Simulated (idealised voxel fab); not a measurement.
The name of this process module is voxel capacitor over wiring.
Square cell edge 5 nm, section width 300 nm, ID cut.
Cross-section, as written here: a square-cell grid given band by band from the top down, where a band holds one or more rows of cells.
It is stipulated that each band's entry specify, in nanometres, the height of the top of the band and then that of its bottom, followed by the materials of the band in left-to-right sequence, each together with its width in nanometres. A single material marked by the word "edge to edge" is understood to fill the band from edge to edge; the word "empty" is understood to denote empty space.
Beneath 0, the wafer as received is one material, and that level is where height counting begins. The lowest band goes on downward without a bottom; it is written like "0 nm and below".
Quick explanation for "30 to 40": the width changes in equal steps down the rows of cells, from the first number in the band's top row to the second number in its bottom row.
Reading "remained the same" for a step: not a cell of the cross-section changed in it.
In "Fully closed voids" the enclosed voids are listed, meaning empty spaces of 8 cells or larger without any opening to the top. The form is width x height at distance, distance from the left edge, units nm.
Anything after a step's settings on that line? It's the simulator's own note about the step.
overlay nm: for a step with a mask, the amount by which the mask lay right of where it was planned; a negative amount means left of it.
[Below is the list of planned process steps]
step 1: RECEIVE, material Si
step 2: CONFORMAL_DEP, material SiO2, thk nm 15
step 3: DIRECTIONAL_DEP, material TiN, thk nm 5
step 4: DIRECTIONAL_DEP, material W, thk nm 25
step 5: PATTERN, tone cover, mask id METAL_1, material resist, width nm 20, pitch nm 85, thk nm 20, overlay nm 0
step 6: DIRECTIONAL_ETCH, etch materials W, depth nm 25
step 7: DIRECTIONAL_ETCH, etch materials TiN, depth nm 5
step 8: STRIP, etch materials resist
step 9: CONFORMAL_DEP, material SiN, thk nm 5
step 10: FILL_DEP, material lowk, thk nm 10
step 11: CMP, height nm 45
step 12: CONFORMAL_DEP, material SiCN, thk nm 5
step 13: DIRECTIONAL_DEP, material lowk, thk nm 15
step 14: DIRECTIONAL_DEP, material aC, thk nm 10
step 15: PATTERN, tone open, mask id PLUG_1, material resist, width nm 15, thk nm 30, overlay nm 0
step 16: DIRECTIONAL_ETCH, etch materials aC, depth nm 10
step 17: STRIP, etch materials resist
step 18: DIRECTIONAL_ETCH, etch materials lowk, depth nm 15
step 19: DIRECTIONAL_ETCH, etch materials SiCN, depth nm 5
step 20: STRIP, etch materials aC
step 21: EPI, material Ru, thk nm 10
step 22: EPI, material Ru, thk nm 10
step 23: DIRECTIONAL_DEP, material TiN, thk nm 5
step 24: DIRECTIONAL_DEP, material Al2O3, thk nm 5
step 25: DIRECTIONAL_DEP, material TiN, thk nm 10
step 26: MASKED_ETCH, tone cover, mask id UPPER_PLATE, width nm 70, etch materials TiN, depth nm 10, overlay nm 0
step 27: MASKED_ETCH, tone cover, mask id UPPER_PLATE, width nm 70, etch materials Al2O3, depth nm 5, overlay nm 0
step 28: DIRECTIONAL_DEP, material aC, thk nm 15
step 29: PATTERN, tone cover, mask id LOWER_PLATE, material resist, width nm 80, thk nm 30, overlay nm 0
step 30: DIRECTIONAL_ETCH, etch materials aC, depth nm 15
step 31: STRIP, etch materials resist
step 32: DIRECTIONAL_ETCH, etch materials TiN, depth nm 5
step 33: STRIP, etch materials aC
step 34: FILL_DEP, material SiO2, thk nm 20
step 35: CMP, height nm 100
step 36: MASKED_ETCH, tone open, mask id PLUG_2, width nm 15, etch materials SiO2, depth nm 15, overlay nm 0
step 37: CONFORMAL_DEP, material TiN, thk nm 5
step 38: FILL_DEP, material Ru, thk nm 10
step 39: CMP, height nm 100
step 40: CONFORMAL_DEP, material SiN, thk nm 5
[What follows covers the first of two wafers; it ran as planned]
[The cross-section here shows the wafer as received, i.e. in its state after step 1]
    0 nm and below = Si edge to edge
    Fully closed voids: none
[Step 2 done - wafer cross-section]
    15 nm to 0 nm = SiO2 edge to edge
    Lower than 0, everything is as it was.
[Step 3 done - wafer cross-section]
    20 nm to 15 nm = TiN edge to edge
    Lower than 15, everything is as it was.
[Step 4 done - wafer cross-section]
    45 nm to 20 nm = W edge to edge
    Lower than 20, everything is as it was.
[Step 5 done - wafer cross-section]
    65 nm to 45 nm = empty: 95 / resist: 20 / empty: 65 / resist: 20 / empty: 100
    Lower than 45, everything is as it was.
[Step 6 done - wafer cross-section]
    65 nm to 45 nm = empty: 95 / resist: 20 / empty: 65 / resist: 20 / empty: 100
    45 nm to 20 nm = empty: 95 / W: 20 / empty: 65 / W: 20 / empty: 100
    Lower than 20, everything is as it was.
[Step 7 done - wafer cross-section]
    65 nm to 45 nm = empty: 95 / resist: 20 / empty: 65 / resist: 20 / empty: 100
    45 nm to 20 nm = empty: 95 / W: 20 / empty: 65 / W: 20 / empty: 100
    20 nm to 15 nm = empty: 95 / TiN: 20 / empty: 65 / TiN: 20 / empty: 100
    Lower than 15, everything is as it was.
[Step 8 done - wafer cross-section]
    45 nm to 20 nm = empty: 95 / W: 20 / empty: 65 / W: 20 / empty: 100
    Lower than 20, everything is as it was.
[Step 9 done - wafer cross-section]
    50 nm to 45 nm = empty: 90 / SiN: 30 / empty: 55 / SiN: 30 / empty: 95
    45 nm to 20 nm = empty: 90 / SiN: 5 / W: 20 / SiN: 5 / empty: 55 / SiN: 5 / W: 20 / SiN: 5 / empty: 95
    20 nm to 15 nm = SiN: 95 / TiN: 20 / SiN: 65 / TiN: 20 / SiN: 100
    Lower than 15, everything is as it was.
[Step 10 done - wafer cross-section]
    60 nm to 50 nm = lowk edge to edge
    50 nm to 45 nm = lowk: 90 / SiN: 30 / lowk: 55 / SiN: 30 / lowk: 95
    45 nm to 20 nm = lowk: 90 / SiN: 5 / W: 20 / SiN: 5 / lowk: 55 / SiN: 5 / W: 20 / SiN: 5 / lowk: 95
    Lower than 20, everything is as it was.
[Step 11 done - wafer cross-section]
    45 nm to 20 nm = lowk: 90 / SiN: 5 / W: 20 / SiN: 5 / lowk: 55 / SiN: 5 / W: 20 / SiN: 5 / lowk: 95
    Lower than 20, everything is as it was.
[Step 12 done - wafer cross-section]
    50 nm to 45 nm = SiCN edge to edge
    Lower than 45, everything is as it was.
[Step 13 done - wafer cross-section]
    65 nm to 50 nm = lowk edge to edge
    Lower than 50, everything is as it was.
[Step 14 done - wafer cross-section]
    75 nm to 65 nm = aC edge to edge
    Lower than 65, everything is as it was.
[Step 15 done - wafer cross-section]
    105 nm to 75 nm = resist: 100 / empty: 15 / resist: 185
    Lower than 75, everything is as it was.
[Step 16 done - wafer cross-section]
    95 nm to 75 nm = resist: 100 / empty: 15 / resist: 185
    75 nm to 65 nm = aC: 100 / empty: 15 / aC: 185
    Lower than 65, everything is as it was.
[Step 17 done - wafer cross-section]
    75 nm to 65 nm = aC: 100 / empty: 15 / aC: 185
    Lower than 65, everything is as it was.
[Step 18 done - wafer cross-section]
    75 nm to 65 nm = aC: 100 / empty: 15 / aC: 185
    65 nm to 50 nm = lowk: 100 / empty: 15 / lowk: 185
    Lower than 50, everything is as it was.
[Step 19 done - wafer cross-section]
    75 nm to 65 nm = aC: 100 / empty: 15 / aC: 185
    65 nm to 50 nm = lowk: 100 / empty: 15 / lowk: 185
    50 nm to 45 nm = SiCN: 100 / empty: 15 / SiCN: 185
    Lower than 45, everything is as it was.
[Step 20 done - wafer cross-section]
    65 nm to 50 nm = lowk: 100 / empty: 15 / lowk: 185
    Lower than 50, everything is as it was.
[Step 21 done - wafer cross-section]
    65 nm to 55 nm = lowk: 100 / empty: 15 / lowk: 185
    55 nm to 50 nm = lowk: 100 / Ru: 15 / lowk: 185
    50 nm to 45 nm = SiCN: 100 / Ru: 15 / SiCN: 185
    Lower than 45, everything is as it was.
[Step 22 done - wafer cross-section]
    65 nm to 50 nm = lowk: 100 / Ru: 15 / lowk: 185
    Lower than 50, everything is as it was.
[Step 23 done - wafer cross-section]
    70 nm to 65 nm = TiN edge to edge
    Lower than 65, everything is as it was.
[Step 24 done - wafer cross-section]
    75 nm to 70 nm = Al2O3 edge to edge
    Lower than 70, everything is as it was.
[Step 25 done - wafer cross-section]
    85 nm to 75 nm = TiN edge to edge
    Lower than 75, everything is as it was.
[Step 26 done - wafer cross-section]
    85 nm to 75 nm = empty: 100 / TiN: 70 / empty: 130
    Lower than 75, everything is as it was.
[Step 27 done - wafer cross-section]
    85 nm to 75 nm = empty: 100 / TiN: 70 / empty: 130
    75 nm to 70 nm = empty: 100 / Al2O3: 70 / empty: 130
    Lower than 70, everything is as it was.
[Step 28 done - wafer cross-section]
    100 nm to 85 nm = empty: 100 / aC: 70 / empty: 130
    85 nm to 75 nm = aC: 100 / TiN: 70 / aC: 130
    75 nm to 70 nm = aC: 100 / Al2O3: 70 / aC: 130
    Lower than 70, everything is as it was.
[Step 29 done - wafer cross-section]
    130 nm to 100 nm = empty: 95 / resist: 80 / empty: 125
    100 nm to 85 nm = empty: 95 / resist: 5 / aC: 70 / resist: 5 / empty: 125
    Lower than 85, everything is as it was.
[Step 30 done - wafer cross-section]
    115 nm to 100 nm = empty: 95 / resist: 80 / empty: 125
    100 nm to 85 nm = empty: 95 / resist: 5 / aC: 70 / resist: 5 / empty: 125
    85 nm to 75 nm = empty: 95 / aC: 5 / TiN: 70 / aC: 5 / empty: 125
    75 nm to 70 nm = empty: 95 / aC: 5 / Al2O3: 70 / aC: 5 / empty: 125
    Lower than 70, everything is as it was.
[Step 31 done - wafer cross-section]
    100 nm to 85 nm = empty: 100 / aC: 70 / empty: 130
    Lower than 85, everything is as it was.
[Step 32 done - wafer cross-section]
    100 nm to 85 nm = empty: 100 / aC: 70 / empty: 130
    85 nm to 75 nm = empty: 95 / aC: 5 / TiN: 70 / aC: 5 / empty: 125
    75 nm to 70 nm = empty: 95 / aC: 5 / Al2O3: 70 / aC: 5 / empty: 125
    70 nm to 65 nm = empty: 95 / TiN: 80 / empty: 125
    Lower than 65, everything is as it was.
[Step 33 done - wafer cross-section]
    85 nm to 75 nm = empty: 100 / TiN: 70 / empty: 130
    75 nm to 70 nm = empty: 100 / Al2O3: 70 / empty: 130
    Lower than 70, everything is as it was.
[Step 34 done - wafer cross-section]
    105 nm to 85 nm = SiO2 edge to edge
    85 nm to 75 nm = SiO2: 100 / TiN: 70 / SiO2: 130
    75 nm to 70 nm = SiO2: 100 / Al2O3: 70 / SiO2: 130
    70 nm to 65 nm = SiO2: 95 / TiN: 80 / SiO2: 125
    Lower than 65, everything is as it was.
[Step 35 done - wafer cross-section]
    100 nm to 85 nm = SiO2 edge to edge
    Lower than 85, everything is as it was.
[Step 36 done - wafer cross-section]
    100 nm to 85 nm = SiO2: 110 / empty: 15 / SiO2: 175
    Lower than 85, everything is as it was.
[Step 37 done - wafer cross-section]
    105 nm to 100 nm = TiN: 115 / empty: 5 / TiN: 180
    100 nm to 90 nm = SiO2: 110 / TiN: 5 / empty: 5 / TiN: 5 / SiO2: 175
    90 nm to 85 nm = SiO2: 110 / TiN: 15 / SiO2: 175
    Lower than 85, everything is as it was.
[Step 38 done - wafer cross-section]
    115 nm to 105 nm = Ru edge to edge
    105 nm to 100 nm = TiN: 115 / Ru: 5 / TiN: 180
    100 nm to 90 nm = SiO2: 110 / TiN: 5 / Ru: 5 / TiN: 5 / SiO2: 175
    Lower than 90, everything is as it was.
[Step 39 done - wafer cross-section]
    100 nm to 90 nm = SiO2: 110 / TiN: 5 / Ru: 5 / TiN: 5 / SiO2: 175
    Lower than 90, everything is as it was.
[Step 40 done - wafer cross-section]
    105 nm to 100 nm = SiN edge to edge
    Lower than 100, everything is as it was.
[Now the other wafer: same start, same recipe, but we messed up one thing when running it. Up to and including step 23 it's the same as the first one]
At the planned end of step 24, the second wafer in cross-section: remained the same
[At the planned end of step 25, the second wafer in cross-section]
    80 nm to 65 nm = TiN edge to edge
    Lower than 65, everything is as it was.
[At the planned end of step 26, the second wafer in cross-section]
    80 nm to 70 nm = empty: 100 / TiN: 70 / empty: 130
    Lower than 70, everything is as it was.
At the planned end of step 27, the second wafer in cross-section: remained the same
[At the planned end of step 28, the second wafer in cross-section]
    95 nm to 85 nm = empty: 100 / aC: 70 / empty: 130
    85 nm to 80 nm = aC edge to edge
    80 nm to 70 nm = aC: 100 / TiN: 70 / aC: 130
    Lower than 70, everything is as it was.
[At the planned end of step 29, the second wafer in cross-section]
    125 nm to 95 nm = empty: 95 / resist: 80 / empty: 125
    95 nm to 85 nm = empty: 95 / resist: 5 / aC: 70 / resist: 5 / empty: 125
    Lower than 85, everything is as it was.
[At the planned end of step 30, the second wafer in cross-section]
    110 nm to 95 nm = empty: 95 / resist: 80 / empty: 125
    95 nm to 85 nm = empty: 95 / resist: 5 / aC: 70 / resist: 5 / empty: 125
    85 nm to 80 nm = empty: 95 / aC: 80 / empty: 125
    80 nm to 70 nm = empty: 95 / aC: 5 / TiN: 70 / aC: 5 / empty: 125
    Lower than 70, everything is as it was.
[At the planned end of step 31, the second wafer in cross-section]
    95 nm to 85 nm = empty: 100 / aC: 70 / empty: 130
    Lower than 85, everything is as it was.
[At the planned end of step 32, the second wafer in cross-section]
    95 nm to 85 nm = empty: 100 / aC: 70 / empty: 130
    85 nm to 80 nm = empty: 95 / aC: 80 / empty: 125
    80 nm to 70 nm = empty: 95 / aC: 5 / TiN: 70 / aC: 5 / empty: 125
    70 nm to 65 nm = empty: 95 / TiN: 80 / empty: 125
    Lower than 65, everything is as it was.
[At the planned end of step 33, the second wafer in cross-section]
    80 nm to 70 nm = empty: 100 / TiN: 70 / empty: 130
    Lower than 70, everything is as it was.
[At the planned end of step 34, the second wafer in cross-section]
    100 nm to 80 nm = SiO2 edge to edge
    80 nm to 70 nm = SiO2: 100 / TiN: 70 / SiO2: 130
    70 nm to 65 nm = SiO2: 95 / TiN: 80 / SiO2: 125
    Lower than 65, everything is as it was.
At the planned end of step 35, the second wafer in cross-section: remained the same
[At the planned end of step 36, the second wafer in cross-section]
    100 nm to 85 nm = SiO2: 110 / empty: 15 / SiO2: 175
    Lower than 85, everything is as it was.
[At the planned end of step 37, the second wafer in cross-section]
    105 nm to 100 nm = TiN: 115 / empty: 5 / TiN: 180
    100 nm to 90 nm = SiO2: 110 / TiN: 5 / empty: 5 / TiN: 5 / SiO2: 175
    90 nm to 85 nm = SiO2: 110 / TiN: 15 / SiO2: 175
    Lower than 85, everything is as it was.
[At the planned end of step 38, the second wafer in cross-section]
    115 nm to 105 nm = Ru edge to edge
    105 nm to 100 nm = TiN: 115 / Ru: 5 / TiN: 180
    100 nm to 90 nm = SiO2: 110 / TiN: 5 / Ru: 5 / TiN: 5 / SiO2: 175
    Lower than 90, everything is as it was.
[At the planned end of step 39, the second wafer in cross-section]
    100 nm to 90 nm = SiO2: 110 / TiN: 5 / Ru: 5 / TiN: 5 / SiO2: 175
    Lower than 90, everything is as it was.
[At the planned end of step 40, the second wafer in cross-section]
    105 nm to 100 nm = SiN edge to edge
    Lower than 100, everything is as it was.
In executing the process, a mistake was made relative to the plan: plan step 24 never ran because it was skipped
Once processing is complete, comparing cell counts shows that the second wafer has more or fewer of certain materials than the first: Al2O3 -14; SiO2 +14
